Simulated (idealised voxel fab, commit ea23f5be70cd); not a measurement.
The following process module bears the name voxel wiring stack.
The width of the displayed cross-section, cut, is 150 nm; its cells are square, with a size of 5 nm.
In this document a cross-section is written as a grid of square cells. It is given as a series of bands, listed from the top down, and a band is one or more rows of cells.
Look at the band entry: it leads with the top's height and the bottom's height in nm. Then it lists the materials left to right, with a width in nm for each. The word "full width" on a single material says that material fills the band edge to edge. The word "empty" is empty space.
Note: height 0 marks the level under which the wafer is uniformly one material as received. Lowest band unbounded below, written "0 and below".
The two numbers in a width such as "30..40" mark its ends across the band: the first belongs to the top row of cells, the second to the bottom row, and from each row to the next the width moves by the same amount.
Take "stayed the same" at face value: in the step it is given for, the cross-section changed in none of its cells.
You'll see "Sealed cavities" listing empty spaces that have no way open to the top, as long as they're 8 cells or more; the notation is width x height at distance, where the distance is from the left edge, and all of it is in nm.
On a step's line, text after the settings is the simulator commenting on that step.
The line of a step may include "overlay nm". On a step with a mask, this value is how far to the right of its planned place the mask lay. A negative value means the mask lay to the left.

## The following list gives the planned process steps
step 1: RECEIVE [material Si]
step 2: CONFORMAL_DEP [material SiO2] [thk nm 15]
step 3: DIRECTIONAL_DEP [material TiN] [thk nm 5]
step 4: DIRECTIONAL_DEP [material Ru] [thk nm 15]
step 5: MASKED_ETCH [tone cover] [mask id METAL_1] [width nm 25] [pitch nm 45] [etch materials Ru] [depth nm 15] [overlay nm 0]
step 6: MASKED_ETCH [tone cover] [mask id METAL_1] [width nm 25] [pitch nm 45] [etch materials TiN] [depth nm 5] [overlay nm 0]
step 7: CONFORMAL_DEP [material SiN] [thk nm 5]
step 8: FILL_DEP [material lowk] [thk nm 5]
step 9: CMP [height nm 35]
step 10: CONFORMAL_DEP [material SiCN] [thk nm 5]
step 11: DIRECTIONAL_DEP [material SiO2] [thk nm 15]
step 12: MASKED_ETCH [tone open] [mask id PLUG_1] [width nm 15] [pitch nm 90] [etch materials SiO2] [depth nm 15] [overlay nm 0]
step 13: MASKED_ETCH [tone open] [mask id PLUG_1] [width nm 15] [pitch nm 90] [etch materials SiCN] [depth nm 5] [overlay nm 0]
step 14: CONFORMAL_DEP [material TiN] [thk nm 5]
step 15: FILL_DEP [material Cu] [thk nm 10]
step 16: CMP [height nm 55]
step 17: CONFORMAL_DEP [material SiCN] [thk nm 5]
step 18: DIRECTIONAL_DEP [material lowk] [thk nm 15]
step 19: DIRECTIONAL_DEP [material aC] [thk nm 15]
step 20: PATTERN [tone open] [mask id METAL_2] [material resist] [width nm 25] [pitch nm 45] [thk nm 30] [overlay nm 0]
step 21: DIRECTIONAL_ETCH [etch materials aC] [depth nm 15]
step 22: STRIP [etch materials resist]
step 23: DIRECTIONAL_ETCH [etch materials lowk] [depth nm 15]
step 24: DIRECTIONAL_ETCH [etch materials SiCN] [depth nm 5]
step 25: STRIP [etch materials aC]
step 26: CONFORMAL_DEP [material TiN] [thk nm 5]
step 27: FILL_DEP [material Ru] [thk nm 10]
step 28: CMP [height nm 75]
step 29: CONFORMAL_DEP [material SiCN] [thk nm 5]
step 30: DIRECTIONAL_DEP [material SiO2] [thk nm 35]
step 31: MASKED_ETCH [tone open] [mask id METAL_3_HOLES] [width nm 15] [pitch nm 45] [etch materials SiO2] [depth nm 35] [overlay nm 0]
step 32: PATTERN [tone open] [mask id METAL_3] [material resist] [width nm 25] [pitch nm 45] [thk nm 15] [overlay nm 0]
step 33: DIRECTIONAL_ETCH [etch materials SiO2] [depth nm 20]
step 34: DIRECTIONAL_ETCH [etch materials SiCN] [depth nm 5]
step 35: STRIP [etch materials resist]
step 36: CONFORMAL_DEP [material TiN] [thk nm 5]
step 37: FILL_DEP [material Cu] [thk nm 5]
step 38: CMP [height nm 115]
step 39: CONFORMAL_DEP [material SiN] [thk nm 5]

## First of two wafers, processed according to plan

## Here's what the wafer looked like in cross-section when it arrived - that's after step 1
* 0 and below  Si full width
* Sealed cavities: none

## The following cross-section depicts the wafer upon completion of step 2
* 15 down to 0  SiO2 full width
* Below 0 it's all the same as before, nothing changed down there.

## The following cross-section depicts the wafer upon completion of step 3
* 20 down to 15  TiN full width
* Below 15 it's all the same as before, nothing changed down there.

## The following cross-section depicts the wafer upon completion of step 4
* 35 down to 20  Ru full width
* Below 20 it's all the same as before, nothing changed down there.

## The following cross-section depicts the wafer upon completion of step 5
* 35 down to 20  empty 15 nm; Ru 25 nm; empty 20 nm; Ru 25 nm; empty 20 nm; Ru 25 nm; empty 20 nm
* Below 20 it's all the same as before, nothing changed down there.

## The following cross-section depicts the wafer upon completion of step 6
* 35 down to 20  empty 15 nm; Ru 25 nm; empty 20 nm; Ru 25 nm; empty 20 nm; Ru 25 nm; empty 20 nm
* 20 down to 15  empty 15 nm; TiN 25 nm; empty 20 nm; TiN 25 nm; empty 20 nm; TiN 25 nm; empty 20 nm
* Below 15 it's all the same as before, nothing changed down there.

## The following cross-section depicts the wafer upon completion of step 7
* 40 down to 35  empty 10 nm; SiN 35 nm; empty 10 nm; SiN 35 nm; empty 10 nm; SiN 35 nm; empty 15 nm
* 35 down to 20  empty 10 nm; SiN 5 nm; Ru 25 nm; SiN 5 nm; empty 10 nm; SiN 5 nm; Ru 25 nm; SiN 5 nm; empty 10 nm; SiN 5 nm; Ru 25 nm; SiN 5 nm; empty 15 nm
* 20 down to 15  SiN 15 nm; TiN 25 nm; SiN 20 nm; TiN 25 nm; SiN 20 nm; TiN 25 nm; SiN 20 nm
* Below 15 it's all the same as before, nothing changed down there.

## The following cross-section depicts the wafer upon completion of step 8
* 45 down to 40  lowk full width
* 40 down to 35  lowk 10 nm; SiN 35 nm; lowk 10 nm; SiN 35 nm; lowk 10 nm; SiN 35 nm; lowk 15 nm
* 35 down to 20  lowk 10 nm; SiN 5 nm; Ru 25 nm; SiN 5 nm; lowk 10 nm; SiN 5 nm; Ru 25 nm; SiN 5 nm; lowk 10 nm; SiN 5 nm; Ru 25 nm; SiN 5 nm; lowk 15 nm
* Below 20 it's all the same as before, nothing changed down there.

## The following cross-section depicts the wafer upon completion of step 9
* 35 down to 20  lowk 10 nm; SiN 5 nm; Ru 25 nm; SiN 5 nm; lowk 10 nm; SiN 5 nm; Ru 25 nm; SiN 5 nm; lowk 10 nm; SiN 5 nm; Ru 25 nm; SiN 5 nm; lowk 15 nm
* Below 20 it's all the same as before, nothing changed down there.

## The following cross-section depicts the wafer upon completion of step 10
* 40 down to 35  SiCN full width
* Below 35 it's all the same as before, nothing changed down there.

## The following cross-section depicts the wafer upon completion of step 11
* 55 down to 40  SiO2 full width
* Below 40 it's all the same as before, nothing changed down there.

## The following cross-section depicts the wafer upon completion of step 12
* 55 down to 40  SiO2 15 nm; empty 15 nm; SiO2 75 nm; empty 15 nm; SiO2 30 nm
* Below 40 it's all the same as before, nothing changed down there.

## The following cross-section depicts the wafer upon completion of step 13
* 55 down to 40  SiO2 15 nm; empty 15 nm; SiO2 75 nm; empty 15 nm; SiO2 30 nm
* 40 down to 35  SiCN 15 nm; empty 15 nm; SiCN 75 nm; empty 15 nm; SiCN 30 nm
* Below 35 it's all the same as before, nothing changed down there.

## The following cross-section depicts the wafer upon completion of step 14
* 60 down to 55  TiN 20 nm; empty 5 nm; TiN 85 nm; empty 5 nm; TiN 35 nm
* 55 down to 40  SiO2 15 nm; TiN 5 nm; empty 5 nm; TiN 5 nm; SiO2 75 nm; TiN 5 nm; empty 5 nm; TiN 5 nm; SiO2 30 nm
* 40 down to 35  SiCN 15 nm; TiN 15 nm; SiCN 75 nm; TiN 15 nm; SiCN 30 nm
* Below 35 it's all the same as before, nothing changed down there.

## The following cross-section depicts the wafer upon completion of step 15
* 70 down to 60  Cu full width
* 60 down to 55  TiN 20 nm; Cu 5 nm; TiN 85 nm; Cu 5 nm; TiN 35 nm
* 55 down to 40  SiO2 15 nm; TiN 5 nm; Cu 5 nm; TiN 5 nm; SiO2 75 nm; TiN 5 nm; Cu 5 nm; TiN 5 nm; SiO2 30 nm
* Below 40 it's all the same as before, nothing changed down there.

## The following cross-section depicts the wafer upon completion of step 16
* 55 down to 40  SiO2 15 nm; TiN 5 nm; Cu 5 nm; TiN 5 nm; SiO2 75 nm; TiN 5 nm; Cu 5 nm; TiN 5 nm; SiO2 30 nm
* Below 40 it's all the same as before, nothing changed down there.

## The following cross-section depicts the wafer upon completion of step 17
* 60 down to 55  SiCN full width
* Below 55 it's all the same as before, nothing changed down there.

## The following cross-section depicts the wafer upon completion of step 18
* 75 down to 60  lowk full width
* Below 60 it's all the same as before, nothing changed down there.

## The following cross-section depicts the wafer upon completion of step 19
* 90 down to 75  aC full width
* Below 75 it's all the same as before, nothing changed down there.

## The following cross-section depicts the wafer upon completion of step 20
* 120 down to 90  resist 15 nm; empty 25 nm; resist 20 nm; empty 25 nm; resist 20 nm; empty 25 nm; resist 20 nm
* Below 90 it's all the same as before, nothing changed down there.

## The following cross-section depicts the wafer upon completion of step 21
* 105 down to 90  resist 15 nm; empty 25 nm; resist 20 nm; empty 25 nm; resist 20 nm; empty 25 nm; resist 20 nm
* 90 down to 75  aC 15 nm; empty 25 nm; aC 20 nm; empty 25 nm; aC 20 nm; empty 25 nm; aC 20 nm
* Below 75 it's all the same as before, nothing changed down there.

## The following cross-section depicts the wafer upon completion of step 22
* 90 down to 75  aC 15 nm; empty 25 nm; aC 20 nm; empty 25 nm; aC 20 nm; empty 25 nm; aC 20 nm
* Below 75 it's all the same as before, nothing changed down there.

## The following cross-section depicts the wafer upon completion of step 23
* 90 down to 75  aC 15 nm; empty 25 nm; aC 20 nm; empty 25 nm; aC 20 nm; empty 25 nm; aC 20 nm
* 75 down to 60  lowk 15 nm; empty 25 nm; lowk 20 nm; empty 25 nm; lowk 20 nm; empty 25 nm; lowk 20 nm
* Below 60 it's all the same as before, nothing changed down there.

## The following cross-section depicts the wafer upon completion of step 24
* 90 down to 75  aC 15 nm; empty 25 nm; aC 20 nm; empty 25 nm; aC 20 nm; empty 25 nm; aC 20 nm
* 75 down to 60  lowk 15 nm; empty 25 nm; lowk 20 nm; empty 25 nm; lowk 20 nm; empty 25 nm; lowk 20 nm
* 60 down to 55  SiCN 15 nm; empty 25 nm; SiCN 20 nm; empty 25 nm; SiCN 20 nm; empty 25 nm; SiCN 20 nm
* Below 55 it's all the same as before, nothing changed down there.

## The following cross-section depicts the wafer upon completion of step 25
* 75 down to 60  lowk 15 nm; empty 25 nm; lowk 20 nm; empty 25 nm; lowk 20 nm; empty 25 nm; lowk 20 nm
* Below 60 it's all the same as before, nothing changed down there.

## The following cross-section depicts the wafer upon completion of step 26
* 80 down to 75  TiN 20 nm; empty 15 nm; TiN 30 nm; empty 15 nm; TiN 30 nm; empty 15 nm; TiN 25 nm
* 75 down to 60  lowk 15 nm; TiN 5 nm; empty 15 nm; TiN 5 nm; lowk 20 nm; TiN 5 nm; empty 15 nm; TiN 5 nm; lowk 20 nm; TiN 5 nm; empty 15 nm; TiN 5 nm; lowk 20 nm
* 60 down to 55  SiCN 15 nm; TiN 25 nm; SiCN 20 nm; TiN 25 nm; SiCN 20 nm; TiN 25 nm; SiCN 20 nm
* Below 55 it's all the same as before, nothing changed down there.

## The following cross-section depicts the wafer upon completion of step 27
* 90 down to 80  Ru full width
* 80 down to 75  TiN 20 nm; Ru 15 nm; TiN 30 nm; Ru 15 nm; TiN 30 nm; Ru 15 nm; TiN 25 nm
* 75 down to 60  lowk 15 nm; TiN 5 nm; Ru 15 nm; TiN 5 nm; lowk 20 nm; TiN 5 nm; Ru 15 nm; TiN 5 nm; lowk 20 nm; TiN 5 nm; Ru 15 nm; TiN 5 nm; lowk 20 nm
* Below 60 it's all the same as before, nothing changed down there.

## The following cross-section depicts the wafer upon completion of step 28
* 75 down to 60  lowk 15 nm; TiN 5 nm; Ru 15 nm; TiN 5 nm; lowk 20 nm; TiN 5 nm; Ru 15 nm; TiN 5 nm; lowk 20 nm; TiN 5 nm; Ru 15 nm; TiN 5 nm; lowk 20 nm
* Below 60 it's all the same as before, nothing changed down there.

## The following cross-section depicts the wafer upon completion of step 29
* 80 down to 75  SiCN full width
* Below 75 it's all the same as before, nothing changed down there.

## The following cross-section depicts the wafer upon completion of step 30
* 115 down to 80  SiO2 full width
* Below 80 it's all the same as before, nothing changed down there.

## The following cross-section depicts the wafer upon completion of step 31
* 115 down to 80  SiO2 15 nm; empty 15 nm; SiO2 30 nm; empty 15 nm; SiO2 30 nm; empty 15 nm; SiO2 30 nm
* Below 80 it's all the same as before, nothing changed down there.

## The following cross-section depicts the wafer upon completion of step 32
* 130 down to 115  resist 15 nm; empty 25 nm; resist 20 nm; empty 25 nm; resist 20 nm; empty 25 nm; resist 20 nm
* Below 115 it's all the same as before, nothing changed down there.

## The following cross-section depicts the wafer upon completion of step 33
* 130 down to 115  resist 15 nm; empty 25 nm; resist 20 nm; empty 25 nm; resist 20 nm; empty 25 nm; resist 20 nm
* 115 down to 95  SiO2 15 nm; empty 25 nm; SiO2 20 nm; empty 25 nm; SiO2 20 nm; empty 25 nm; SiO2 20 nm
* Below 95 it's all the same as before, nothing changed down there.

## The following cross-section depicts the wafer upon completion of step 34
* 130 down to 115  resist 15 nm; empty 25 nm; resist 20 nm; empty 25 nm; resist 20 nm; empty 25 nm; resist 20 nm
* 115 down to 95  SiO2 15 nm; empty 25 nm; SiO2 20 nm; empty 25 nm; SiO2 20 nm; empty 25 nm; SiO2 20 nm
* 95 down to 80  SiO2 15 nm; empty 15 nm; SiO2 30 nm; empty 15 nm; SiO2 30 nm; empty 15 nm; SiO2 30 nm
* 80 down to 75  SiCN 15 nm; empty 15 nm; SiCN 30 nm; empty 15 nm; SiCN 30 nm; empty 15 nm; SiCN 30 nm
* Below 75 it's all the same as before, nothing changed down there.

## The following cross-section depicts the wafer upon completion of step 35
* 115 down to 95  SiO2 15 nm; empty 25 nm; SiO2 20 nm; empty 25 nm; SiO2 20 nm; empty 25 nm; SiO2 20 nm
* Below 95 it's all the same as before, nothing changed down there.

## The following cross-section depicts the wafer upon completion of step 36
* 120 down to 115  TiN 20 nm; empty 15 nm; TiN 30 nm; empty 15 nm; TiN 30 nm; empty 15 nm; TiN 25 nm
* 115 down to 100  SiO2 15 nm; TiN 5 nm; empty 15 nm; TiN 5 nm; SiO2 20 nm; TiN 5 nm; empty 15 nm; TiN 5 nm; SiO2 20 nm; TiN 5 nm; empty 15 nm; TiN 5 nm; SiO2 20 nm
* 100 down to 95  SiO2 15 nm; TiN 5 nm; empty 5 nm; TiN 15 nm; SiO2 20 nm; TiN 5 nm; empty 5 nm; TiN 15 nm; SiO2 20 nm; TiN 5 nm; empty 5 nm; TiN 15 nm; SiO2 20 nm
* 95 down to 80  SiO2 15 nm; TiN 5 nm; empty 5 nm; TiN 5 nm; SiO2 30 nm; TiN 5 nm; empty 5 nm; TiN 5 nm; SiO2 30 nm; TiN 5 nm; empty 5 nm; TiN 5 nm; SiO2 30 nm
* 80 down to 75  SiCN 15 nm; TiN 15 nm; SiCN 30 nm; TiN 15 nm; SiCN 30 nm; TiN 15 nm; SiCN 30 nm
* Below 75 it's all the same as before, nothing changed down there.

## The following cross-section depicts the wafer upon completion of step 37
* 125 down to 120  Cu full width
* 120 down to 115  TiN 20 nm; Cu 15 nm; TiN 30 nm; Cu 15 nm; TiN 30 nm; Cu 15 nm; TiN 25 nm
* 115 down to 100  SiO2 15 nm; TiN 5 nm; Cu 15 nm; TiN 5 nm; SiO2 20 nm; TiN 5 nm; Cu 15 nm; TiN 5 nm; SiO2 20 nm; TiN 5 nm; Cu 15 nm; TiN 5 nm; SiO2 20 nm
* 100 down to 95  SiO2 15 nm; TiN 5 nm; Cu 5 nm; TiN 15 nm; SiO2 20 nm; TiN 5 nm; Cu 5 nm; TiN 15 nm; SiO2 20 nm; TiN 5 nm; Cu 5 nm; TiN 15 nm; SiO2 20 nm
* 95 down to 80  SiO2 15 nm; TiN 5 nm; Cu 5 nm; TiN 5 nm; SiO2 30 nm; TiN 5 nm; Cu 5 nm; TiN 5 nm; SiO2 30 nm; TiN 5 nm; Cu 5 nm; TiN 5 nm; SiO2 30 nm
* Below 80 it's all the same as before, nothing changed down there.

## The following cross-section depicts the wafer upon completion of step 38
* 115 down to 100  SiO2 15 nm; TiN 5 nm; Cu 15 nm; TiN 5 nm; SiO2 20 nm; TiN 5 nm; Cu 15 nm; TiN 5 nm; SiO2 20 nm; TiN 5 nm; Cu 15 nm; TiN 5 nm; SiO2 20 nm
* Below 100 it's all the same as before, nothing changed down there.

## The following cross-section depicts the wafer upon completion of step 39
* 120 down to 115  SiN full width
* Below 115 it's all the same as before, nothing changed down there.

## Second wafer - shared start and plan with the first - one error in running - same as the first up to step 1 inclusive

## Cross-sectional view of the second wafer at the intended end time of process step 2
* 30 down to 0  SiO2 full width
* Below 0 it's all the same as before, nothing changed down there.

## Cross-sectional view of the second wafer at the intended end time of process step 3
* 35 down to 30  TiN full width
* Below 30 it's all the same as before, nothing changed down there.

## Cross-sectional view of the second wafer at the intended end time of process step 4
* 50 down to 35  Ru full width
* Below 35 it's all the same as before, nothing changed down there.

## Cross-sectional view of the second wafer at the intended end time of process step 5
* 50 down to 35  empty 15 nm; Ru 25 nm; empty 20 nm; Ru 25 nm; empty 20 nm; Ru 25 nm; empty 20 nm
* Below 35 it's all the same as before, nothing changed down there.

## Cross-sectional view of the second wafer at the intended end time of process step 6
* 50 down to 35  empty 15 nm; Ru 25 nm; empty 20 nm; Ru 25 nm; empty 20 nm; Ru 25 nm; empty 20 nm
* 35 down to 30  empty 15 nm; TiN 25 nm; empty 20 nm; TiN 25 nm; empty 20 nm; TiN 25 nm; empty 20 nm
* Below 30 it's all the same as before, nothing changed down there.

## Cross-sectional view of the second wafer at the intended end time of process step 7
* 55 down to 50  empty 10 nm; SiN 35 nm; empty 10 nm; SiN 35 nm; empty 10 nm; SiN 35 nm; empty 15 nm
* 50 down to 35  empty 10 nm; SiN 5 nm; Ru 25 nm; SiN 5 nm; empty 10 nm; SiN 5 nm; Ru 25 nm; SiN 5 nm; empty 10 nm; SiN 5 nm; Ru 25 nm; SiN 5 nm; empty 15 nm
* 35 down to 30  SiN 15 nm; TiN 25 nm; SiN 20 nm; TiN 25 nm; SiN 20 nm; TiN 25 nm; SiN 20 nm
* Below 30 it's all the same as before, nothing changed down there.

## Cross-sectional view of the second wafer at the intended end time of process step 8
* 60 down to 55  lowk full width
* 55 down to 50  lowk 10 nm; SiN 35 nm; lowk 10 nm; SiN 35 nm; lowk 10 nm; SiN 35 nm; lowk 15 nm
* 50 down to 35  lowk 10 nm; SiN 5 nm; Ru 25 nm; SiN 5 nm; lowk 10 nm; SiN 5 nm; Ru 25 nm; SiN 5 nm; lowk 10 nm; SiN 5 nm; Ru 25 nm; SiN 5 nm; lowk 15 nm
* Below 35 it's all the same as before, nothing changed down there.

## Cross-sectional view of the second wafer at the intended end time of process step 9
* 35 down to 30  SiN 15 nm; TiN 25 nm; SiN 20 nm; TiN 25 nm; SiN 20 nm; TiN 25 nm; SiN 20 nm
* Below 30 it's all the same as before, nothing changed down there.

## Cross-sectional view of the second wafer at the intended end time of process step 10
* 40 down to 35  SiCN full width
* Below 35 it's all the same as before, nothing changed down there.

## Cross-sectional view of the second wafer at the intended end time of process step 11
* 55 down to 40  SiO2 full width
* Below 40 it's all the same as before, nothing changed down there.

## Cross-sectional view of the second wafer at the intended end time of process step 12
* 55 down to 40  SiO2 15 nm; empty 15 nm; SiO2 75 nm; empty 15 nm; SiO2 30 nm
* Below 40 it's all the same as before, nothing changed down there.

## Cross-sectional view of the second wafer at the intended end time of process step 13
* 55 down to 40  SiO2 15 nm; empty 15 nm; SiO2 75 nm; empty 15 nm; SiO2 30 nm
* 40 down to 35  SiCN 15 nm; empty 15 nm; SiCN 75 nm; empty 15 nm; SiCN 30 nm
* Below 35 it's all the same as before, nothing changed down there.

## Cross-sectional view of the second wafer at the intended end time of process step 14
* 60 down to 55  TiN 20 nm; empty 5 nm; TiN 85 nm; empty 5 nm; TiN 35 nm
* 55 down to 40  SiO2 15 nm; TiN 5 nm; empty 5 nm; TiN 5 nm; SiO2 75 nm; TiN 5 nm; empty 5 nm; TiN 5 nm; SiO2 30 nm
* 40 down to 35  SiCN 15 nm; TiN 15 nm; SiCN 75 nm; TiN 15 nm; SiCN 30 nm
* Below 35 it's all the same as before, nothing changed down there.

## Cross-sectional view of the second wafer at the intended end time of process step 15
* 70 down to 60  Cu full width
* 60 down to 55  TiN 20 nm; Cu 5 nm; TiN 85 nm; Cu 5 nm; TiN 35 nm
* 55 down to 40  SiO2 15 nm; TiN 5 nm; Cu 5 nm; TiN 5 nm; SiO2 75 nm; TiN 5 nm; Cu 5 nm; TiN 5 nm; SiO2 30 nm
* Below 40 it's all the same as before, nothing changed down there.

## Cross-sectional view of the second wafer at the intended end time of process step 16
* 55 down to 40  SiO2 15 nm; TiN 5 nm; Cu 5 nm; TiN 5 nm; SiO2 75 nm; TiN 5 nm; Cu 5 nm; TiN 5 nm; SiO2 30 nm
* Below 40 it's all the same as before, nothing changed down there.

## Cross-sectional view of the second wafer at the intended end time of process step 17
* 60 down to 55  SiCN full width
* Below 55 it's all the same as before, nothing changed down there.

## Cross-sectional view of the second wafer at the intended end time of process step 18
* 75 down to 60  lowk full width
* Below 60 it's all the same as before, nothing changed down there.

## Cross-sectional view of the second wafer at the intended end time of process step 19
* 90 down to 75  aC full width
* Below 75 it's all the same as before, nothing changed down there.

## Cross-sectional view of the second wafer at the intended end time of process step 20
* 120 down to 90  resist 15 nm; empty 25 nm; resist 20 nm; empty 25 nm; resist 20 nm; empty 25 nm; resist 20 nm
* Below 90 it's all the same as before, nothing changed down there.

## Cross-sectional view of the second wafer at the intended end time of process step 21
* 105 down to 90  resist 15 nm; empty 25 nm; resist 20 nm; empty 25 nm; resist 20 nm; empty 25 nm; resist 20 nm
* 90 down to 75  aC 15 nm; empty 25 nm; aC 20 nm; empty 25 nm; aC 20 nm; empty 25 nm; aC 20 nm
* Below 75 it's all the same as before, nothing changed down there.

## Cross-sectional view of the second wafer at the intended end time of process step 22
* 90 down to 75  aC 15 nm; empty 25 nm; aC 20 nm; empty 25 nm; aC 20 nm; empty 25 nm; aC 20 nm
* Below 75 it's all the same as before, nothing changed down there.

## Cross-sectional view of the second wafer at the intended end time of process step 23
* 90 down to 75  aC 15 nm; empty 25 nm; aC 20 nm; empty 25 nm; aC 20 nm; empty 25 nm; aC 20 nm
* 75 down to 60  lowk 15 nm; empty 25 nm; lowk 20 nm; empty 25 nm; lowk 20 nm; empty 25 nm; lowk 20 nm
* Below 60 it's all the same as before, nothing changed down there.

## Cross-sectional view of the second wafer at the intended end time of process step 24
* 90 down to 75  aC 15 nm; empty 25 nm; aC 20 nm; empty 25 nm; aC 20 nm; empty 25 nm; aC 20 nm
* 75 down to 60  lowk 15 nm; empty 25 nm; lowk 20 nm; empty 25 nm; lowk 20 nm; empty 25 nm; lowk 20 nm
* 60 down to 55  SiCN 15 nm; empty 25 nm; SiCN 20 nm; empty 25 nm; SiCN 20 nm; empty 25 nm; SiCN 20 nm
* Below 55 it's all the same as before, nothing changed down there.

## Cross-sectional view of the second wafer at the intended end time of process step 25
* 75 down to 60  lowk 15 nm; empty 25 nm; lowk 20 nm; empty 25 nm; lowk 20 nm; empty 25 nm; lowk 20 nm
* Below 60 it's all the same as before, nothing changed down there.

## Cross-sectional view of the second wafer at the intended end time of process step 26
* 80 down to 75  TiN 20 nm; empty 15 nm; TiN 30 nm; empty 15 nm; TiN 30 nm; empty 15 nm; TiN 25 nm
* 75 down to 60  lowk 15 nm; TiN 5 nm; empty 15 nm; TiN 5 nm; lowk 20 nm; TiN 5 nm; empty 15 nm; TiN 5 nm; lowk 20 nm; TiN 5 nm; empty 15 nm; TiN 5 nm; lowk 20 nm
* 60 down to 55  SiCN 15 nm; TiN 25 nm; SiCN 20 nm; TiN 25 nm; SiCN 20 nm; TiN 25 nm; SiCN 20 nm
* Below 55 it's all the same as before, nothing changed down there.

## Cross-sectional view of the second wafer at the intended end time of process step 27
* 90 down to 80  Ru full width
* 80 down to 75  TiN 20 nm; Ru 15 nm; TiN 30 nm; Ru 15 nm; TiN 30 nm; Ru 15 nm; TiN 25 nm
* 75 down to 60  lowk 15 nm; TiN 5 nm; Ru 15 nm; TiN 5 nm; lowk 20 nm; TiN 5 nm; Ru 15 nm; TiN 5 nm; lowk 20 nm; TiN 5 nm; Ru 15 nm; TiN 5 nm; lowk 20 nm
* Below 60 it's all the same as before, nothing changed down there.

## Cross-sectional view of the second wafer at the intended end time of process step 28
* 75 down to 60  lowk 15 nm; TiN 5 nm; Ru 15 nm; TiN 5 nm; lowk 20 nm; TiN 5 nm; Ru 15 nm; TiN 5 nm; lowk 20 nm; TiN 5 nm; Ru 15 nm; TiN 5 nm; lowk 20 nm
* Below 60 it's all the same as before, nothing changed down there.

## Cross-sectional view of the second wafer at the intended end time of process step 29
* 80 down to 75  SiCN full width
* Below 75 it's all the same as before, nothing changed down there.

## Cross-sectional view of the second wafer at the intended end time of process step 30
* 115 down to 80  SiO2 full width
* Below 80 it's all the same as before, nothing changed down there.

## Cross-sectional view of the second wafer at the intended end time of process step 31
* 115 down to 80  SiO2 15 nm; empty 15 nm; SiO2 30 nm; empty 15 nm; SiO2 30 nm; empty 15 nm; SiO2 30 nm
* Below 80 it's all the same as before, nothing changed down there.

## Cross-sectional view of the second wafer at the intended end time of process step 32
* 130 down to 115  resist 15 nm; empty 25 nm; resist 20 nm; empty 25 nm; resist 20 nm; empty 25 nm; resist 20 nm
* Below 115 it's all the same as before, nothing changed down there.

## Cross-sectional view of the second wafer at the intended end time of process step 33
* 130 down to 115  resist 15 nm; empty 25 nm; resist 20 nm; empty 25 nm; resist 20 nm; empty 25 nm; resist 20 nm
* 115 down to 95  SiO2 15 nm; empty 25 nm; SiO2 20 nm; empty 25 nm; SiO2 20 nm; empty 25 nm; SiO2 20 nm
* Below 95 it's all the same as before, nothing changed down there.

## Cross-sectional view of the second wafer at the intended end time of process step 34
* 130 down to 115  resist 15 nm; empty 25 nm; resist 20 nm; empty 25 nm; resist 20 nm; empty 25 nm; resist 20 nm
* 115 down to 95  SiO2 15 nm; empty 25 nm; SiO2 20 nm; empty 25 nm; SiO2 20 nm; empty 25 nm; SiO2 20 nm
* 95 down to 80  SiO2 15 nm; empty 15 nm; SiO2 30 nm; empty 15 nm; SiO2 30 nm; empty 15 nm; SiO2 30 nm
* 80 down to 75  SiCN 15 nm; empty 15 nm; SiCN 30 nm; empty 15 nm; SiCN 30 nm; empty 15 nm; SiCN 30 nm
* Below 75 it's all the same as before, nothing changed down there.

## Cross-sectional view of the second wafer at the intended end time of process step 35
* 115 down to 95  SiO2 15 nm; empty 25 nm; SiO2 20 nm; empty 25 nm; SiO2 20 nm; empty 25 nm; SiO2 20 nm
* Below 95 it's all the same as before, nothing changed down there.

## Cross-sectional view of the second wafer at the intended end time of process step 36
* 120 down to 115  TiN 20 nm; empty 15 nm; TiN 30 nm; empty 15 nm; TiN 30 nm; empty 15 nm; TiN 25 nm
* 115 down to 100  SiO2 15 nm; TiN 5 nm; empty 15 nm; TiN 5 nm; SiO2 20 nm; TiN 5 nm; empty 15 nm; TiN 5 nm; SiO2 20 nm; TiN 5 nm; empty 15 nm; TiN 5 nm; SiO2 20 nm
* 100 down to 95  SiO2 15 nm; TiN 5 nm; empty 5 nm; TiN 15 nm; SiO2 20 nm; TiN 5 nm; empty 5 nm; TiN 15 nm; SiO2 20 nm; TiN 5 nm; empty 5 nm; TiN 15 nm; SiO2 20 nm
* 95 down to 80  SiO2 15 nm; TiN 5 nm; empty 5 nm; TiN 5 nm; SiO2 30 nm; TiN 5 nm; empty 5 nm; TiN 5 nm; SiO2 30 nm; TiN 5 nm; empty 5 nm; TiN 5 nm; SiO2 30 nm
* 80 down to 75  SiCN 15 nm; TiN 15 nm; SiCN 30 nm; TiN 15 nm; SiCN 30 nm; TiN 15 nm; SiCN 30 nm
* Below 75 it's all the same as before, nothing changed down there.

## Cross-sectional view of the second wafer at the intended end time of process step 37
* 125 down to 120  Cu full width
* 120 down to 115  TiN 20 nm; Cu 15 nm; TiN 30 nm; Cu 15 nm; TiN 30 nm; Cu 15 nm; TiN 25 nm
* 115 down to 100  SiO2 15 nm; TiN 5 nm; Cu 15 nm; TiN 5 nm; SiO2 20 nm; TiN 5 nm; Cu 15 nm; TiN 5 nm; SiO2 20 nm; TiN 5 nm; Cu 15 nm; TiN 5 nm; SiO2 20 nm
* 100 down to 95  SiO2 15 nm; TiN 5 nm; Cu 5 nm; TiN 15 nm; SiO2 20 nm; TiN 5 nm; Cu 5 nm; TiN 15 nm; SiO2 20 nm; TiN 5 nm; Cu 5 nm; TiN 15 nm; SiO2 20 nm
* 95 down to 80  SiO2 15 nm; TiN 5 nm; Cu 5 nm; TiN 5 nm; SiO2 30 nm; TiN 5 nm; Cu 5 nm; TiN 5 nm; SiO2 30 nm; TiN 5 nm; Cu 5 nm; TiN 5 nm; SiO2 30 nm
* Below 80 it's all the same as before, nothing changed down there.

## Cross-sectional view of the second wafer at the intended end time of process step 38
* 115 down to 100  SiO2 15 nm; TiN 5 nm; Cu 15 nm; TiN 5 nm; SiO2 20 nm; TiN 5 nm; Cu 15 nm; TiN 5 nm; SiO2 20 nm; TiN 5 nm; Cu 15 nm; TiN 5 nm; SiO2 20 nm
* Below 100 it's all the same as before, nothing changed down there.

## Cross-sectional view of the second wafer at the intended end time of process step 39
* 120 down to 115  SiN full width
* Below 115 it's all the same as before, nothing changed down there.
Error vs. plan: heads up, step 2 of the plan got done twice
Looking at both finished wafers in cells, the second ends up ahead of or behind the first on some materials: Ru: 45 fewer, SiN: 18 fewer, SiO2: 90 more, lowk: 27 fewer
